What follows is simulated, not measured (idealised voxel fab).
Process module in this document: voxel transistor to metal
The figure presents cross-section cut, which has a width of 175 nm and is divided into square cells with an edge length of 5 nm.
Cross-section format: a grid of square cells, given as bands from top to bottom; each band is one or more rows of cells. Band: top and bottom heights (nm) first, top before bottom; then materials from left to right, widths in nm. "everywhere" marks a sole material filling the band edge to edge. "blank" denotes empty space. A quick word on heights: they are counted from 0, and under that level the wafer as it came to us is one material throughout. The lowest band is different from the rest in having no bottom; it simply continues downward, written as in "0 -> down". A width such as "30 to 40" changes by the same amount from each row of cells to the next, from the band's top row to its bottom row. Given "remains unaltered" for a step, no cell of the cross-section differs between before and after that step. Reported under the label "Closed-off voids" are the empty spaces having no open way to the top and comprising 8 cells or more; the notation for each is width x height at distance, in which the distance is measured from the left edge and all three values are in nm. The remark found on a step's line after its settings is issued by the simulator itself and pertains to that step. overlay nm: step with mask; distance mask lay right of planned place; negative value = left of planned place.
Process steps (planned)
1,RECEIVE: material Si
2,OXIDIZE: depth nm 5
3,CONFORMAL_DEP: material SiN, thk nm 10
4,DIRECTIONAL_DEP: material aC, thk nm 10
5,PATTERN: tone cover, mask id ACTIVE, material resist, width nm 105, thk nm 30, overlay nm 0
6,DIRECTIONAL_ETCH: etch materials aC, depth nm 10
7,STRIP: etch materials resist
8,DIRECTIONAL_ETCH: etch materials SiN, depth nm 10
9,DIRECTIONAL_ETCH: etch materials SiO2, depth nm 5
10,DIRECTIONAL_ETCH: etch materials Si, depth nm 25
11,STRIP: etch materials aC
12,FILL_DEP: material SiO2, thk nm 15
13,CMP: height nm 10
14,SELECTIVE_ETCH: etch materials SiO2, depth nm 5
15,STRIP: etch materials SiN
16,SELECTIVE_ETCH: etch materials SiO2, depth nm 5
17,OXIDIZE: depth nm 5
18,DIRECTIONAL_DEP: material polySi, thk nm 30
19,DIRECTIONAL_DEP: material SiCN, thk nm 15
20,PATTERN: tone cover, mask id GATE, material resist, width nm 15, thk nm 20, overlay nm 0
21,DIRECTIONAL_ETCH: etch materials SiCN, depth nm 25
22,DIRECTIONAL_ETCH: etch materials polySi, depth nm 40
23,STRIP: etch materials resist
24,CONFORMAL_DEP: material SiO2, thk nm 5
25,DIRECTIONAL_ETCH: etch materials SiO2, depth nm 5
26,CONFORMAL_DEP: material SiN, thk nm 10
27,DIRECTIONAL_ETCH: etch materials SiN, depth nm 10
28,DIRECTIONAL_ETCH: etch materials SiO2, depth nm 5
29,DIRECTIONAL_ETCH: etch materials Si, depth nm 15
30,EPI: material pSi, thk nm 20
31,FILL_DEP: material SiO2, thk nm 5
32,CMP: height nm 40
33,DIRECTIONAL_DEP: material SiO2, thk nm 15
34,PATTERN: tone open, mask id CONTACT, material resist, width nm 20, pitch nm 65, thk nm 20, overlay nm 0
35,DIRECTIONAL_ETCH: etch materials SiO2, depth nm 45
36,STRIP: etch materials resist
37,CONFORMAL_DEP: material TiN, thk nm 5
38,FILL_DEP: material Ru, thk nm 5
39,CMP: height nm 55
40,DIRECTIONAL_DEP: material TiN, thk nm 5
41,DIRECTIONAL_DEP: material Ru, thk nm 25
42,PATTERN: tone cover, mask id METAL_1, material resist, width nm 20, pitch nm 65, thk nm 20, overlay nm 0
43,DIRECTIONAL_ETCH: etch materials Ru, depth nm 25
44,DIRECTIONAL_ETCH: etch materials TiN, depth nm 5
45,STRIP: etch materials resist
46,FILL_DEP: material SiO2, thk nm 5
47,CMP: height nm 85
48,CONFORMAL_DEP: material SiN, thk nm 5
This is the cross-section of the wafer as we received it, i.e. after step 1
0 -> down: Si everywhere
Closed-off voids: none
Cross-section, end of module. Start: as above. Plan: as above. Execution: one mistake
90 -> 85: SiN everywhere
85 -> 80: SiO2 45 nm, then TiN 20 nm, then SiO2 45 nm, then TiN 20 nm, then SiO2 45 nm
80 -> 55: Ru everywhere
55 -> 40: SiO2 45 nm, then TiN 5 nm, then Ru 10 nm, then TiN 5 nm, then SiO2 45 nm, then TiN 5 nm, then Ru 10 nm, then TiN 5 nm, then SiO2 45 nm
40 -> 25: SiO2 45 nm, then TiN 5 nm, then Ru 10 nm, then TiN 5 nm, then SiN 10 nm, then SiO2 5 nm, then SiCN 15 nm, then SiO2 5 nm, then SiN 10 nm, then TiN 5 nm, then Ru 10 nm, then TiN 5 nm, then SiO2 45 nm
25 -> 15: SiO2 45 nm, then TiN 5 nm, then Ru 10 nm, then TiN 5 nm, then SiN 10 nm, then SiO2 5 nm, then polySi 15 nm, then SiO2 5 nm, then SiN 10 nm, then TiN 5 nm, then Ru 10 nm, then TiN 5 nm, then SiO2 45 nm
15 -> 10: SiO2 45 nm, then TiN 20 nm, then SiN 10 nm, then SiO2 5 nm, then polySi 15 nm, then SiO2 5 nm, then SiN 10 nm, then TiN 20 nm, then SiO2 45 nm
10 -> 0: SiO2 35 nm, then pSi 30 nm, then SiN 10 nm, then SiO2 5 nm, then polySi 15 nm, then SiO2 5 nm, then SiN 10 nm, then pSi 30 nm, then SiO2 35 nm
0 -> -5: SiO2 35 nm, then SiN 10 nm, then pSi 20 nm, then SiN 10 nm, then SiO2 5 nm, then polySi 15 nm, then SiO2 5 nm, then SiN 10 nm, then pSi 20 nm, then SiN 10 nm, then SiO2 35 nm
-5 -> -10: SiO2 45 nm, then pSi 20 nm, then SiO2 45 nm, then pSi 20 nm, then SiO2 45 nm
-10 -> -25: SiO2 35 nm, then Si 10 nm, then pSi 20 nm, then Si 45 nm, then pSi 20 nm, then Si 10 nm, then SiO2 35 nm
-25 -> -30: SiO2 35 nm, then Si 105 nm, then SiO2 35 nm
-30 -> down: Si everywhere
Closed-off voids: none
Heads up, the wafer didn't run the way we planned it: steps 40 and 41 traded places in the executed sequence
